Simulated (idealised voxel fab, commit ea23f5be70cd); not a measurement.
process module | voxel ribs on slabs
cross-section cut | 240 nm wide | cells 5 nm
We lay out every cross-section as a grid of square cells and spell it out in bands from the top down, where one band means one or more rows of cells. First you get the band's top height and its bottom height, in nm, and then the materials it's made of, left to right, with each width in nm. If you see a single material with "full width", that one covers the band edge to edge. "air" is empty space. Ref level 0: as-received wafer is one material below here. Bottom band extends down with no lower bound ("0 nm and below"). It should be noted that a width expressed as "30..40" varies in equal increments from row to row of cells within the band, taking the value of the first number at the top row and that of the second number at the bottom row. Where the words "nothing was modified" appear for a step, the cross-section shows no cell changed by that step; every cell remained as before. "Closed void register" - sealed voids, min. 8 cells, no opening to top; format: width x height at distance (distance from left edge; nm throughout). It should be noted that, on the line of a given step, the content following the step's settings is a remark produced by the simulator itself with respect to that step. overlay nm: where the mask lay relative to plan, measured to the right, on steps with a mask; negatives go left. How should the pairs below be read? Each gives the cross-section before one process step and the cross-section after it, the latter drawn only to the lowest band that changed; the step that lies between them, with its settings, appears under the pair. Does a pair pick up where the pair above left off? Only where its entry headed "Pre-step profile" says so, since pairs can come from different runs of this module on the same starting wafer.
# Pre-step profile
- 0 nm and below = Si full width
- Closed void register: none
# Post-Step Geometry
- 25 nm to 0 nm = SiO2 full width
- Beneath the level 0, the cross-section is identical to its previous state.
- Closed void register: none
Here is the step that sits between the two cross-sections above: DIRECTIONAL_DEP: material SiO2, thk nm 25
Pre-step profile: The prior state of this step coincides with the post-step cross-section of the pair just above.
# Post-Step Geometry
- 50 nm to 25 nm = SiN full width
- Beneath the level 25, the cross-section is identical to its previous state.
- Closed void register: none
Here is the step that sits between the two cross-sections above: DIRECTIONAL_DEP: material SiN, thk nm 25
Pre-step profile: The prior state of this step coincides with the post-step cross-section of the pair just above.
# Post-Step Geometry
- 70 nm to 50 nm = air 105; resist 30; air 105
- Beneath the level 50, the cross-section is identical to its previous state.
- Closed void register: none
Here is the step that sits between the two cross-sections above: PATTERN: tone cover, mask id RIB, material resist, width nm 30, thk nm 20, overlay nm 0
Pre-step profile: The prior state of this step coincides with the post-step cross-section of the pair just above.
# Post-Step Geometry
- 70 nm to 50 nm = air 105; resist 30; air 105
- 50 nm to 45 nm = air 105; SiN 30; air 105
- Beneath the level 45, the cross-section is identical to its previous state.
- Closed void register: none
Here is the step that sits between the two cross-sections above: DIRECTIONAL_ETCH: etch materials SiN, depth nm 5
Pre-step profile: The prior state of this step coincides with the post-step cross-section of the pair just above.
# Post-Step Geometry
- 50 nm to 45 nm = air 105; SiN 30; air 105
- Beneath the level 45, the cross-section is identical to its previous state.
- Closed void register: none
Here is the step that sits between the two cross-sections above: STRIP: etch materials resist
Pre-step profile: The prior state of this step coincides with the post-step cross-section of the pair just above.
# Post-Step Geometry
- 65 nm to 50 nm = air 75; resist 90; air 75
- 50 nm to 45 nm = air 75; resist 30; SiN 30; resist 30; air 75
- Beneath the level 45, the cross-section is identical to its previous state.
- Closed void register: none
Here is the step that sits between the two cross-sections above: PATTERN: tone cover, mask id SLAB, material resist, width nm 90, thk nm 15, overlay nm 0
Pre-step profile: The prior state of this step coincides with the post-step cross-section of the pair just above.
# Post-Step Geometry
- 65 nm to 50 nm = air 75; resist 90; air 75
- 50 nm to 45 nm = air 75; resist 30; SiN 30; resist 30; air 75
- 45 nm to 25 nm = air 75; SiN 90; air 75
- Beneath the level 25, the cross-section is identical to its previous state.
- Closed void register: none
Here is the step that sits between the two cross-sections above: DIRECTIONAL_ETCH: etch materials SiN, depth nm 20
Pre-step profile: The prior state of this step coincides with the post-step cross-section of the pair just above.
# Post-Step Geometry
- 50 nm to 45 nm = air 105; SiN 30; air 105
- Beneath the level 45, the cross-section is identical to its previous state.
- Closed void register: none
Here is the step that sits between the two cross-sections above: STRIP: etch materials resist
Pre-step profile: The prior state of this step coincides with the post-step cross-section of the pair just above.
# Post-Step Geometry
- 70 nm to 50 nm = SiO2 full width
- 50 nm to 45 nm = SiO2 105; SiN 30; SiO2 105
- 45 nm to 25 nm = SiO2 75; SiN 90; SiO2 75
- Beneath the level 25, the cross-section is identical to its previous state.
- Closed void register: none
Here is the step that sits between the two cross-sections above: FILL_DEP: material SiO2, thk nm 20
Pre-step profile: The prior state of this step coincides with the post-step cross-section of the pair just above.
# Post-Step Geometry
- 65 nm to 50 nm = SiO2 full width
- Beneath the level 50, the cross-section is identical to its previous state.
- Closed void register: none
Here is the step that sits between the two cross-sections above: CMP: height nm 65
Pre-step profile: The prior state of this step coincides with the post-step cross-section of the pair just above.
# Post-Step Geometry
- 70 nm to 65 nm = W full width
- Beneath the level 65, the cross-section is identical to its previous state.
- Closed void register: none
Here is the step that sits between the two cross-sections above: DIRECTIONAL_DEP: material W, thk nm 5
Pre-step profile: The prior state of this step coincides with the post-step cross-section of the pair just above.
# Post-Step Geometry
- 80 nm to 70 nm = aC full width
- Beneath the level 70, the cross-section is identical to its previous state.
- Closed void register: none
Here is the step that sits between the two cross-sections above: DIRECTIONAL_DEP: material aC, thk nm 10
Pre-step profile: The prior state of this step coincides with the post-step cross-section of the pair just above.
# Post-Step Geometry
- 110 nm to 80 nm = air 100; resist 40; air 100
- Beneath the level 80, the cross-section is identical to its previous state.
- Closed void register: none
Here is the step that sits between the two cross-sections above: PATTERN: tone cover, mask id HEATER, material resist, width nm 40, thk nm 30, overlay nm 0
Pre-step profile: The prior state of this step coincides with the post-step cross-section of the pair just above.
# Post-Step Geometry
- 100 nm to 80 nm = air 100; resist 40; air 100
- 80 nm to 70 nm = air 100; aC 40; air 100
- Beneath the level 70, the cross-section is identical to its previous state.
- Closed void register: none
Here is the step that sits between the two cross-sections above: DIRECTIONAL_ETCH: etch materials aC, depth nm 10
Pre-step profile: The prior state of this step coincides with the post-step cross-section of the pair just above.
# Post-Step Geometry
- 80 nm to 70 nm = air 100; aC 40; air 100
- Beneath the level 70, the cross-section is identical to its previous state.
- Closed void register: none
Here is the step that sits between the two cross-sections above: STRIP: etch materials resist
Pre-step profile: The prior state of this step coincides with the post-step cross-section of the pair just above.
# Post-Step Geometry
- 80 nm to 70 nm = air 100; aC 40; air 100
- 70 nm to 65 nm = air 100; W 40; air 100
- Beneath the level 65, the cross-section is identical to its previous state.
- Closed void register: none
Here is the step that sits between the two cross-sections above: DIRECTIONAL_ETCH: etch materials W, depth nm 5
Pre-step profile: The prior state of this step coincides with the post-step cross-section of the pair just above.
# Post-Step Geometry
- 70 nm to 65 nm = air 100; W 40; air 100
- Beneath the level 65, the cross-section is identical to its previous state.
- Closed void register: none
Here is the step that sits between the two cross-sections above: STRIP: etch materials aC
Pre-step profile: The prior state of this step coincides with the post-step cross-section of the pair just above.
# Post-Step Geometry
- 75 nm to 70 nm = air 95; SiO2 50; air 95
- 70 nm to 65 nm = SiO2 100; W 40; SiO2 100
- Beneath the level 65, the cross-section is identical to its previous state.
- Closed void register: none
Here is the step that sits between the two cross-sections above: CONFORMAL_DEP: material SiO2, thk nm 5
# Pre-step profile
- 50 nm to 25 nm = SiN full width
- 25 nm to 0 nm = SiO2 full width
- 0 nm and below = Si full width
- Closed void register: none
# Post-Step Geometry
- 75 nm to 25 nm = SiN full width
- Beneath the level 25, the cross-section is identical to its previous state.
- Closed void register: none
Here is the step that sits between the two cross-sections above: DIRECTIONAL_DEP: material SiN, thk nm 25
Pre-step profile: The prior state of this step coincides with the post-step cross-section of the pair just above.
# Post-Step Geometry
- 95 nm to 75 nm = air 105; resist 30; air 105
- Beneath the level 75, the cross-section is identical to its previous state.
- Closed void register: none
Here is the step that sits between the two cross-sections above: PATTERN: tone cover, mask id RIB, material resist, width nm 30, thk nm 20, overlay nm 0
Pre-step profile: The prior state of this step coincides with the post-step cross-section of the pair just above.
# Post-Step Geometry
- 95 nm to 75 nm = air 105; resist 30; air 105
- 75 nm to 70 nm = air 105; SiN 30; air 105
- Beneath the level 70, the cross-section is identical to its previous state.
- Closed void register: none
Here is the step that sits between the two cross-sections above: DIRECTIONAL_ETCH: etch materials SiN, depth nm 5
Pre-step profile: The prior state of this step coincides with the post-step cross-section of the pair just above.
# Post-Step Geometry
- 75 nm to 70 nm = air 105; SiN 30; air 105
- Beneath the level 70, the cross-section is identical to its previous state.
- Closed void register: none
Here is the step that sits between the two cross-sections above: STRIP: etch materials resist
Pre-step profile: The prior state of this step coincides with the post-step cross-section of the pair just above.
# Post-Step Geometry
- 90 nm to 75 nm = air 75; resist 90; air 75
- 75 nm to 70 nm = air 75; resist 30; SiN 30; resist 30; air 75
- Beneath the level 70, the cross-section is identical to its previous state.
- Closed void register: none
Here is the step that sits between the two cross-sections above: PATTERN: tone cover, mask id SLAB, material resist, width nm 90, thk nm 15, overlay nm 0
Pre-step profile: The prior state of this step coincides with the post-step cross-section of the pair just above.
# Post-Step Geometry
- 90 nm to 75 nm = air 75; resist 90; air 75
- 75 nm to 70 nm = air 75; resist 30; SiN 30; resist 30; air 75
- 70 nm to 50 nm = air 75; SiN 90; air 75
- Beneath the level 50, the cross-section is identical to its previous state.
- Closed void register: none
Here is the step that sits between the two cross-sections above: DIRECTIONAL_ETCH: etch materials SiN, depth nm 20
Pre-step profile: The prior state of this step coincides with the post-step cross-section of the pair just above.
# Post-Step Geometry
- 75 nm to 70 nm = air 105; SiN 30; air 105
- Beneath the level 70, the cross-section is identical to its previous state.
- Closed void register: none
Here is the step that sits between the two cross-sections above: STRIP: etch materials resist
Pre-step profile: The prior state of this step coincides with the post-step cross-section of the pair just above.
# Post-Step Geometry
- 95 nm to 75 nm = SiO2 full width
- 75 nm to 70 nm = SiO2 105; SiN 30; SiO2 105
- 70 nm to 50 nm = SiO2 75; SiN 90; SiO2 75
- Beneath the level 50, the cross-section is identical to its previous state.
- Closed void register: none
Here is the step that sits between the two cross-sections above: FILL_DEP: material SiO2, thk nm 20
Pre-step profile: The prior state of this step coincides with the post-step cross-section of the pair just above.
# Post-Step Geometry
- 65 nm to 50 nm = SiO2 75; SiN 90; SiO2 75
- Beneath the level 50, the cross-section is identical to its previous state.
- Closed void register: none
Here is the step that sits between the two cross-sections above: CMP: height nm 65
Pre-step profile: The prior state of this step coincides with the post-step cross-section of the pair just above.
# Post-Step Geometry
- 70 nm to 65 nm = W full width
- Beneath the level 65, the cross-section is identical to its previous state.
- Closed void register: none
Here is the step that sits between the two cross-sections above: DIRECTIONAL_DEP: material W, thk nm 5
Pre-step profile: The prior state of this step coincides with the post-step cross-section of the pair just above.
# Post-Step Geometry
- 80 nm to 70 nm = aC full width
- Beneath the level 70, the cross-section is identical to its previous state.
- Closed void register: none
Here is the step that sits between the two cross-sections above: DIRECTIONAL_DEP: material aC, thk nm 10
Pre-step profile: The prior state of this step coincides with the post-step cross-section of the pair just above.
# Post-Step Geometry
- 110 nm to 80 nm = air 100; resist 40; air 100
- Beneath the level 80, the cross-section is identical to its previous state.
- Closed void register: none
Here is the step that sits between the two cross-sections above: PATTERN: tone cover, mask id HEATER, material resist, width nm 40, thk nm 30, overlay nm 0
Pre-step profile: The prior state of this step coincides with the post-step cross-section of the pair just above.
# Post-Step Geometry
- 100 nm to 80 nm = air 100; resist 40; air 100
- 80 nm to 70 nm = air 100; aC 40; air 100
- Beneath the level 70, the cross-section is identical to its previous state.
- Closed void register: none
Here is the step that sits between the two cross-sections above: DIRECTIONAL_ETCH: etch materials aC, depth nm 10
Pre-step profile: The prior state of this step coincides with the post-step cross-section of the pair just above.
# Post-Step Geometry
- 80 nm to 70 nm = air 100; aC 40; air 100
- Beneath the level 70, the cross-section is identical to its previous state.
- Closed void register: none
Here is the step that sits between the two cross-sections above: STRIP: etch materials resist
Pre-step profile: The prior state of this step coincides with the post-step cross-section of the pair just above.
# Post-Step Geometry
- 80 nm to 70 nm = air 100; aC 40; air 100
- 70 nm to 65 nm = air 100; W 40; air 100
- Beneath the level 65, the cross-section is identical to its previous state.
- Closed void register: none
Here is the step that sits between the two cross-sections above: DIRECTIONAL_ETCH: etch materials W, depth nm 5
Pre-step profile: The prior state of this step coincides with the post-step cross-section of the pair just above.
# Post-Step Geometry
- 70 nm to 65 nm = air 100; W 40; air 100
- Beneath the level 65, the cross-section is identical to its previous state.
- Closed void register: none
Here is the step that sits between the two cross-sections above: STRIP: etch materials aC
Pre-step profile: The prior state of this step coincides with the post-step cross-section of the pair just above.
# Post-Step Geometry
- 75 nm to 70 nm = air 95; SiO2 50; air 95
- 70 nm to 65 nm = SiO2 100; W 40; SiO2 100
- Beneath the level 65, the cross-section is identical to its previous state.
- Closed void register: none
Here is the step that sits between the two cross-sections above: CONFORMAL_DEP: material SiO2, thk nm 5
# Pre-step profile
- 0 nm and below = Si full width
- Closed void register: none
# Post-Step Geometry
- 25 nm to 0 nm = SiN full width
- Beneath the level 0, the cross-section is identical to its previous state.
- Closed void register: none
Here is the step that sits between the two cross-sections above: DIRECTIONAL_DEP: material SiN, thk nm 25
Pre-step profile: The prior state of this step coincides with the post-step cross-section of the pair just above.
# Post-Step Geometry
- 50 nm to 25 nm = SiO2 full width
- Beneath the level 25, the cross-section is identical to its previous state.
- Closed void register: none
Here is the step that sits between the two cross-sections above: DIRECTIONAL_DEP: material SiO2, thk nm 25
Pre-step profile: The prior state of this step coincides with the post-step cross-section of the pair just above.
# Post-Step Geometry
- 70 nm to 50 nm = air 105; resist 30; air 105
- Beneath the level 50, the cross-section is identical to its previous state.
- Closed void register: none
Here is the step that sits between the two cross-sections above: PATTERN: tone cover, mask id RIB, material resist, width nm 30, thk nm 20, overlay nm 0
Pre-step profile: The prior state of this step coincides with the post-step cross-section of the pair just above.
# Post-Step Geometry
- 50 nm to 25 nm = SiO2 full width
- Beneath the level 25, the cross-section is identical to its previous state.
- Closed void register: none
Here is the step that sits between the two cross-sections above: STRIP: etch materials resist
Pre-step profile: The prior state of this step coincides with the post-step cross-section of the pair just above.
# Post-Step Geometry
- 65 nm to 50 nm = air 75; resist 90; air 75
- Beneath the level 50, the cross-section is identical to its previous state.
- Closed void register: none
Here is the step that sits between the two cross-sections above: PATTERN: tone cover, mask id SLAB, material resist, width nm 90, thk nm 15, overlay nm 0
Pre-step profile: The prior state of this step coincides with the post-step cross-section of the pair just above.
# Post-Step Geometry
- 50 nm to 25 nm = SiO2 full width
- Beneath the level 25, the cross-section is identical to its previous state.
- Closed void register: none
Here is the step that sits between the two cross-sections above: STRIP: etch materials resist
Pre-step profile: The prior state of this step coincides with the post-step cross-section of the pair just above.
# Post-Step Geometry
- 70 nm to 25 nm = SiO2 full width
- Beneath the level 25, the cross-section is identical to its previous state.
- Closed void register: none
Here is the step that sits between the two cross-sections above: FILL_DEP: material SiO2, thk nm 20
Pre-step profile: The prior state of this step coincides with the post-step cross-section of the pair just above.
# Post-Step Geometry
- 65 nm to 25 nm = SiO2 full width
- Beneath the level 25, the cross-section is identical to its previous state.
- Closed void register: none
Here is the step that sits between the two cross-sections above: CMP: height nm 65
Pre-step profile: The prior state of this step coincides with the post-step cross-section of the pair just above.
# Post-Step Geometry
- 70 nm to 65 nm = W full width
- Beneath the level 65, the cross-section is identical to its previous state.
- Closed void register: none
Here is the step that sits between the two cross-sections above: DIRECTIONAL_DEP: material W, thk nm 5
Pre-step profile: The prior state of this step coincides with the post-step cross-section of the pair just above.
# Post-Step Geometry
- 80 nm to 70 nm = aC full width
- Beneath the level 70, the cross-section is identical to its previous state.
- Closed void register: none
Here is the step that sits between the two cross-sections above: DIRECTIONAL_DEP: material aC, thk nm 10
Pre-step profile: The prior state of this step coincides with the post-step cross-section of the pair just above.
# Post-Step Geometry
- 110 nm to 80 nm = air 100; resist 40; air 100
- Beneath the level 80, the cross-section is identical to its previous state.
- Closed void register: none
Here is the step that sits between the two cross-sections above: PATTERN: tone cover, mask id HEATER, material resist, width nm 40, thk nm 30, overlay nm 0
Pre-step profile: The prior state of this step coincides with the post-step cross-section of the pair just above.
# Post-Step Geometry
- 100 nm to 80 nm = air 100; resist 40; air 100
- 80 nm to 70 nm = air 100; aC 40; air 100
- Beneath the level 70, the cross-section is identical to its previous state.
- Closed void register: none
Here is the step that sits between the two cross-sections above: DIRECTIONAL_ETCH: etch materials aC, depth nm 10
Pre-step profile: The prior state of this step coincides with the post-step cross-section of the pair just above.
# Post-Step Geometry
- 80 nm to 70 nm = air 100; aC 40; air 100
- Beneath the level 70, the cross-section is identical to its previous state.
- Closed void register: none
Here is the step that sits between the two cross-sections above: STRIP: etch materials resist
Pre-step profile: The prior state of this step coincides with the post-step cross-section of the pair just above.
# Post-Step Geometry
- 80 nm to 70 nm = air 100; aC 40; air 100
- 70 nm to 65 nm = air 100; W 40; air 100
- Beneath the level 65, the cross-section is identical to its previous state.
- Closed void register: none
Here is the step that sits between the two cross-sections above: DIRECTIONAL_ETCH: etch materials W, depth nm 5
Pre-step profile: The prior state of this step coincides with the post-step cross-section of the pair just above.
# Post-Step Geometry
- 70 nm to 65 nm = air 100; W 40; air 100
- Beneath the level 65, the cross-section is identical to its previous state.
- Closed void register: none
Here is the step that sits between the two cross-sections above: STRIP: etch materials aC
Pre-step profile: The prior state of this step coincides with the post-step cross-section of the pair just above.
# Post-Step Geometry
- 75 nm to 70 nm = air 95; SiO2 50; air 95
- 70 nm to 65 nm = SiO2 100; W 40; SiO2 100
- Beneath the level 65, the cross-section is identical to its previous state.
- Closed void register: none
Here is the step that sits between the two cross-sections above: CONFORMAL_DEP: material SiO2, thk nm 5
# Pre-step profile
- 70 nm to 50 nm = air 105; resist 30; air 105
- 50 nm to 25 nm = SiN full width
- 25 nm to 0 nm = SiO2 full width
- 0 nm and below = Si full width
- Closed void register: none
# Post-Step Geometry
- 70 nm to 50 nm = air 105; resist 30; air 105
- 50 nm to 35 nm = air 105; SiN 30; air 105
- Beneath the level 35, the cross-section is identical to its previous state.
- Closed void register: none
Here is the step that sits between the two cross-sections above: DIRECTIONAL_ETCH: etch materials SiN, depth nm 15
Pre-step profile: The prior state of this step coincides with the post-step cross-section of the pair just above.
# Post-Step Geometry
- 50 nm to 35 nm = air 105; SiN 30; air 105
- Beneath the level 35, the cross-section is identical to its previous state.
- Closed void register: none
Here is the step that sits between the two cross-sections above: STRIP: etch materials resist
Pre-step profile: The prior state of this step coincides with the post-step cross-section of the pair just above.
# Post-Step Geometry
- 65 nm to 50 nm = air 75; resist 90; air 75
- 50 nm to 35 nm = air 75; resist 30; SiN 30; resist 30; air 75
- Beneath the level 35, the cross-section is identical to its previous state.
- Closed void register: none
Here is the step that sits between the two cross-sections above: PATTERN: tone cover, mask id SLAB, material resist, width nm 90, thk nm 15, overlay nm 0
Pre-step profile: The prior state of this step coincides with the post-step cross-section of the pair just above.
# Post-Step Geometry
- 65 nm to 50 nm = air 75; resist 90; air 75
- 50 nm to 35 nm = air 75; resist 30; SiN 30; resist 30; air 75
- 35 nm to 25 nm = air 75; SiN 90; air 75
- Beneath the level 25, the cross-section is identical to its previous state.
- Closed void register: none
Here is the step that sits between the two cross-sections above: DIRECTIONAL_ETCH: etch materials SiN, depth nm 20
Pre-step profile: The prior state of this step coincides with the post-step cross-section of the pair just above.
# Post-Step Geometry
- 50 nm to 35 nm = air 105; SiN 30; air 105
- Beneath the level 35, the cross-section is identical to its previous state.
- Closed void register: none
Here is the step that sits between the two cross-sections above: STRIP: etch materials resist
Pre-step profile: The prior state of this step coincides with the post-step cross-section of the pair just above.
# Post-Step Geometry
- 70 nm to 50 nm = SiO2 full width
- 50 nm to 35 nm = SiO2 105; SiN 30; SiO2 105
- 35 nm to 25 nm = SiO2 75; SiN 90; SiO2 75
- Beneath the level 25, the cross-section is identical to its previous state.
- Closed void register: none
Here is the step that sits between the two cross-sections above: FILL_DEP: material SiO2, thk nm 20
Pre-step profile: The prior state of this step coincides with the post-step cross-section of the pair just above.
# Post-Step Geometry
- 65 nm to 50 nm = SiO2 full width
- Beneath the level 50, the cross-section is identical to its previous state.
- Closed void register: none
Here is the step that sits between the two cross-sections above: CMP: height nm 65
Pre-step profile: The prior state of this step coincides with the post-step cross-section of the pair just above.
# Post-Step Geometry
- 70 nm to 65 nm = W full width
- Beneath the level 65, the cross-section is identical to its previous state.
- Closed void register: none
Here is the step that sits between the two cross-sections above: DIRECTIONAL_DEP: material W, thk nm 5
Pre-step profile: The prior state of this step coincides with the post-step cross-section of the pair just above.
# Post-Step Geometry
- 80 nm to 70 nm = aC full width
- Beneath the level 70, the cross-section is identical to its previous state.
- Closed void register: none
Here is the step that sits between the two cross-sections above: DIRECTIONAL_DEP: material aC, thk nm 10
Pre-step profile: The prior state of this step coincides with the post-step cross-section of the pair just above.
# Post-Step Geometry
- 110 nm to 80 nm = air 100; resist 40; air 100
- Beneath the level 80, the cross-section is identical to its previous state.
- Closed void register: none
Here is the step that sits between the two cross-sections above: PATTERN: tone cover, mask id HEATER, material resist, width nm 40, thk nm 30, overlay nm 0
Pre-step profile: The prior state of this step coincides with the post-step cross-section of the pair just above.
# Post-Step Geometry
- 100 nm to 80 nm = air 100; resist 40; air 100
- 80 nm to 70 nm = air 100; aC 40; air 100
- Beneath the level 70, the cross-section is identical to its previous state.
- Closed void register: none
Here is the step that sits between the two cross-sections above: DIRECTIONAL_ETCH: etch materials aC, depth nm 10
Pre-step profile: The prior state of this step coincides with the post-step cross-section of the pair just above.
# Post-Step Geometry
- 80 nm to 70 nm = air 100; aC 40; air 100
- Beneath the level 70, the cross-section is identical to its previous state.
- Closed void register: none
Here is the step that sits between the two cross-sections above: STRIP: etch materials resist
Pre-step profile: The prior state of this step coincides with the post-step cross-section of the pair just above.
# Post-Step Geometry
- 80 nm to 70 nm = air 100; aC 40; air 100
- 70 nm to 65 nm = air 100; W 40; air 100
- Beneath the level 65, the cross-section is identical to its previous state.
- Closed void register: none
Here is the step that sits between the two cross-sections above: DIRECTIONAL_ETCH: etch materials W, depth nm 5
Pre-step profile: The prior state of this step coincides with the post-step cross-section of the pair just above.
# Post-Step Geometry
- 70 nm to 65 nm = air 100; W 40; air 100
- Beneath the level 65, the cross-section is identical to its previous state.
- Closed void register: none
Here is the step that sits between the two cross-sections above: STRIP: etch materials aC
Pre-step profile: The prior state of this step coincides with the post-step cross-section of the pair just above.
# Post-Step Geometry
- 75 nm to 70 nm = air 95; SiO2 50; air 95
- 70 nm to 65 nm = SiO2 100; W 40; SiO2 100
- Beneath the level 65, the cross-section is identical to its previous state.
- Closed void register: none
Here is the step that sits between the two cross-sections above: CONFORMAL_DEP: material SiO2, thk nm 5
# Pre-step profile
- 50 nm to 45 nm = air 105; SiN 30; air 105
- 45 nm to 25 nm = SiN full width
- 25 nm to 0 nm = SiO2 full width
- 0 nm and below = Si full width
- Closed void register: none
# Post-Step Geometry
- 65 nm to 50 nm = air 70; resist 100; air 70
- 50 nm to 45 nm = air 70; resist 35; SiN 30; resist 35; air 70
- Beneath the level 45, the cross-section is identical to its previous state.
- Closed void register: none
Here is the step that sits between the two cross-sections above: PATTERN: tone cover, mask id SLAB, material resist, width nm 100, thk nm 15, overlay nm 0
Pre-step profile: The prior state of this step coincides with the post-step cross-section of the pair just above.
# Post-Step Geometry
- 65 nm to 50 nm = air 70; resist 100; air 70
- 50 nm to 45 nm = air 70; resist 35; SiN 30; resist 35; air 70
- 45 nm to 25 nm = air 70; SiN 100; air 70
- Beneath the level 25, the cross-section is identical to its previous state.
- Closed void register: none
Here is the step that sits between the two cross-sections above: DIRECTIONAL_ETCH: etch materials SiN, depth nm 20
Pre-step profile: The prior state of this step coincides with the post-step cross-section of the pair just above.
# Post-Step Geometry
- 50 nm to 45 nm = air 105; SiN 30; air 105
- Beneath the level 45, the cross-section is identical to its previous state.
- Closed void register: none
Here is the step that sits between the two cross-sections above: STRIP: etch materials resist
Pre-step profile: The prior state of this step coincides with the post-step cross-section of the pair just above.
# Post-Step Geometry
- 70 nm to 50 nm = SiO2 full width
- 50 nm to 45 nm = SiO2 105; SiN 30; SiO2 105
- 45 nm to 25 nm = SiO2 70; SiN 100; SiO2 70
- Beneath the level 25, the cross-section is identical to its previous state.
- Closed void register: none
Here is the step that sits between the two cross-sections above: FILL_DEP: material SiO2, thk nm 20
Pre-step profile: The prior state of this step coincides with the post-step cross-section of the pair just above.
# Post-Step Geometry
- 65 nm to 50 nm = SiO2 full width
- Beneath the level 50, the cross-section is identical to its previous state.
- Closed void register: none
Here is the step that sits between the two cross-sections above: CMP: height nm 65
Pre-step profile: The prior state of this step coincides with the post-step cross-section of the pair just above.
# Post-Step Geometry
- 70 nm to 65 nm = W full width
- Beneath the level 65, the cross-section is identical to its previous state.
- Closed void register: none
Here is the step that sits between the two cross-sections above: DIRECTIONAL_DEP: material W, thk nm 5
Pre-step profile: The prior state of this step coincides with the post-step cross-section of the pair just above.
# Post-Step Geometry
- 80 nm to 70 nm = aC full width
- Beneath the level 70, the cross-section is identical to its previous state.
- Closed void register: none
Here is the step that sits between the two cross-sections above: DIRECTIONAL_DEP: material aC, thk nm 10
Pre-step profile: The prior state of this step coincides with the post-step cross-section of the pair just above.
# Post-Step Geometry
- 110 nm to 80 nm = air 100; resist 40; air 100
- Beneath the level 80, the cross-section is identical to its previous state.
- Closed void register: none
Here is the step that sits between the two cross-sections above: PATTERN: tone cover, mask id HEATER, material resist, width nm 40, thk nm 30, overlay nm 0
Pre-step profile: The prior state of this step coincides with the post-step cross-section of the pair just above.
# Post-Step Geometry
- 100 nm to 80 nm = air 100; resist 40; air 100
- 80 nm to 70 nm = air 100; aC 40; air 100
- Beneath the level 70, the cross-section is identical to its previous state.
- Closed void register: none
Here is the step that sits between the two cross-sections above: DIRECTIONAL_ETCH: etch materials aC, depth nm 10
Pre-step profile: The prior state of this step coincides with the post-step cross-section of the pair just above.
# Post-Step Geometry
- 80 nm to 70 nm = air 100; aC 40; air 100
- Beneath the level 70, the cross-section is identical to its previous state.
- Closed void register: none
Here is the step that sits between the two cross-sections above: STRIP: etch materials resist
Pre-step profile: The prior state of this step coincides with the post-step cross-section of the pair just above.
# Post-Step Geometry
- 80 nm to 70 nm = air 100; aC 40; air 100
- 70 nm to 65 nm = air 100; W 40; air 100
- Beneath the level 65, the cross-section is identical to its previous state.
- Closed void register: none
Here is the step that sits between the two cross-sections above: DIRECTIONAL_ETCH: etch materials W, depth nm 5
Pre-step profile: The prior state of this step coincides with the post-step cross-section of the pair just above.
# Post-Step Geometry
- 70 nm to 65 nm = air 100; W 40; air 100
- Beneath the level 65, the cross-section is identical to its previous state.
- Closed void register: none
Here is the step that sits between the two cross-sections above: STRIP: etch materials aC
Pre-step profile: The prior state of this step coincides with the post-step cross-section of the pair just above.
# Post-Step Geometry
- 75 nm to 70 nm = air 95; SiO2 50; air 95
- 70 nm to 65 nm = SiO2 100; W 40; SiO2 100
- Beneath the level 65, the cross-section is identical to its previous state.
- Closed void register: none
Here is the step that sits between the two cross-sections above: CONFORMAL_DEP: material SiO2, thk nm 5
# Pre-step profile
- 80 nm to 70 nm = aC full width
- 70 nm to 65 nm = W full width
- 65 nm to 50 nm = SiO2 full width
- 50 nm to 45 nm = SiO2 105; SiN 30; SiO2 105
- 45 nm to 25 nm = SiO2 75; SiN 90; SiO2 75
- 25 nm to 0 nm = SiO2 full width
- 0 nm and below = Si full width
- Closed void register: none
# Post-Step Geometry
- 110 nm to 80 nm = air 95; resist 40; air 105
- Beneath the level 80, the cross-section is identical to its previous state.
- Closed void register: none
Here is the step that sits between the two cross-sections above: PATTERN: tone cover, mask id HEATER, material resist, width nm 40, thk nm 30, overlay nm -5
Pre-step profile: The prior state of this step coincides with the post-step cross-section of the pair just above.
# Post-Step Geometry
- 100 nm to 80 nm = air 95; resist 40; air 105
- 80 nm to 70 nm = air 95; aC 40; air 105
- Beneath the level 70, the cross-section is identical to its previous state.
- Closed void register: none
Here is the step that sits between the two cross-sections above: DIRECTIONAL_ETCH: etch materials aC, depth nm 10
Pre-step profile: The prior state of this step coincides with the post-step cross-section of the pair just above.
# Post-Step Geometry
- 80 nm to 70 nm = air 95; aC 40; air 105
- Beneath the level 70, the cross-section is identical to its previous state.
- Closed void register: none
Here is the step that sits between the two cross-sections above: STRIP: etch materials resist
Pre-step profile: The prior state of this step coincides with the post-step cross-section of the pair just above.
# Post-Step Geometry
- 80 nm to 70 nm = air 95; aC 40; air 105
- 70 nm to 65 nm = air 95; W 40; air 105
- Beneath the level 65, the cross-section is identical to its previous state.
- Closed void register: none
Here is the step that sits between the two cross-sections above: DIRECTIONAL_ETCH: etch materials W, depth nm 5
Pre-step profile: The prior state of this step coincides with the post-step cross-section of the pair just above.
# Post-Step Geometry
- 70 nm to 65 nm = air 95; W 40; air 105
- Beneath the level 65, the cross-section is identical to its previous state.
- Closed void register: none
Here is the step that sits between the two cross-sections above: STRIP: etch materials aC
Pre-step profile: The prior state of this step coincides with the post-step cross-section of the pair just above.
# Post-Step Geometry
- 75 nm to 70 nm = air 90; SiO2 50; air 100
- 70 nm to 65 nm = SiO2 95; W 40; SiO2 105
- Beneath the level 65, the cross-section is identical to its previous state.
- Closed void register: none
Here is the step that sits between the two cross-sections above: CONFORMAL_DEP: material SiO2, thk nm 5
# Pre-step profile
- 80 nm to 70 nm = air 100; aC 40; air 100
- 70 nm to 65 nm = air 100; W 40; air 100
- 65 nm to 50 nm = SiO2 full width
- 50 nm to 45 nm = SiO2 105; SiN 30; SiO2 105
- 45 nm to 25 nm = SiO2 75; SiN 90; SiO2 75
- 25 nm to 0 nm = SiO2 full width
- 0 nm and below = Si full width
- Closed void register: none
# Post-Step Geometry
- 0 nm and below = Si full width
- Closed void register: none
Here is the step that sits between the two cross-sections above: STRIP: etch materials SiO2
Pre-step profile: The prior state of this step coincides with the post-step cross-section of the pair just above.
# Post-Step Geometry
- 5 nm to 0 nm = SiO2 full width
- Beneath the level 0, the cross-section is identical to its previous state.
- Closed void register: none
Here is the step that sits between the two cross-sections above: CONFORMAL_DEP: material SiO2, thk nm 5
# Pre-step profile
- 50 nm to 25 nm = SiN full width
- 25 nm to 0 nm = SiO2 full width
- 0 nm and below = Si full width
- Closed void register: none
# Post-Step Geometry
- 70 nm to 50 nm = resist 105; air 30; resist 105
- Beneath the level 50, the cross-section is identical to its previous state.
- Closed void register: none
Here is the step that sits between the two cross-sections above: PATTERN: tone open, mask id RIB, material resist, width nm 30, thk nm 20, overlay nm 0
